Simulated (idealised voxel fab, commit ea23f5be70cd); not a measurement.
Module name: voxel released beams (process module)
Shown is cross-section cut, with a width of 205 nm and square cells of size 5 nm.
Heads up, the way a cross-section reads in here is a grid of square cells, handed over as bands from the top down, with every band being one or more rows of cells.
It is stipulated that each band's entry specify, in nanometres, the height of the top of the band and then that of its bottom, followed by the materials of the band in left-to-right sequence, each together with its width in nanometres. A single material marked by the word "throughout" is understood to fill the band from edge to edge; the word "blank" is understood to denote empty space.
Below 0: as-received wafer, all one material; heights counted from there. Lowest band: no bottom, goes on down, written "0 -> down".
A two-number width, for instance "30->40", indicates that the width is equal to the first number in the top row of the band and to the second number in the bottom row, and that it changes by a constant amount per row of cells.
Where the words "no alterations made" appear for a step, the cross-section shows no cell changed by that step; every cell remained as before.
Under "Cavities, closed" you'll find the enclosed gaps, the ones with no way out to the top, that are 8 cells or bigger; each reads width x height at distance, with distance counted from the left edge, everything in nm.
Read whatever lies past the settings on a step's line as the simulator's own remark about the step.
overlay nm: for a step with a mask, the amount by which the mask lay right of where it was planned; a negative amount means left of it.

## The planned process steps are enumerated hereunder
| 1 | op RECEIVE | material Si |
| 2 | op CONFORMAL_DEP | material SiN | thk nm 5 |
| 3 | op DIRECTIONAL_DEP | material SiO2 | thk nm 15 |
| 4 | op PATTERN | tone open | mask id ANCHOR | material resist | width nm 35 | thk nm 20 | overlay nm 0 |
| 5 | op DIRECTIONAL_ETCH | etch materials SiO2 | depth nm 15 |
| 6 | op STRIP | etch materials resist |
| 7 | op CONFORMAL_DEP | material TiN | thk nm 15 |
| 8 | op PATTERN | tone cover | mask id BEAM | material resist | width nm 105 | thk nm 15 | overlay nm 0 |
| 9 | op DIRECTIONAL_ETCH | etch materials TiN | depth nm 15 |
| 10 | op STRIP | etch materials resist |
| 11 | op STRIP | etch materials SiO2 |

## Cross-section: wafer on arrival = after step 1
	0 -> down: Si throughout
	Cavities, closed: none

## End-of-module cross-section. Starting structure and process plan as above; one mistake made in running it
	40 -> 25: blank 45, then TiN 105, then blank 55
	25 -> 20: TiN throughout
	20 -> 5: SiO2 50, then TiN 35, then SiO2 120
	5 -> 0: SiN throughout
	0 -> down: Si throughout
	Cavities, closed: none
Against the plan, the run slipped here: off-plan run, step 7, actual operation and settings op CONFORMAL_DEP | material TiN | thk nm 20
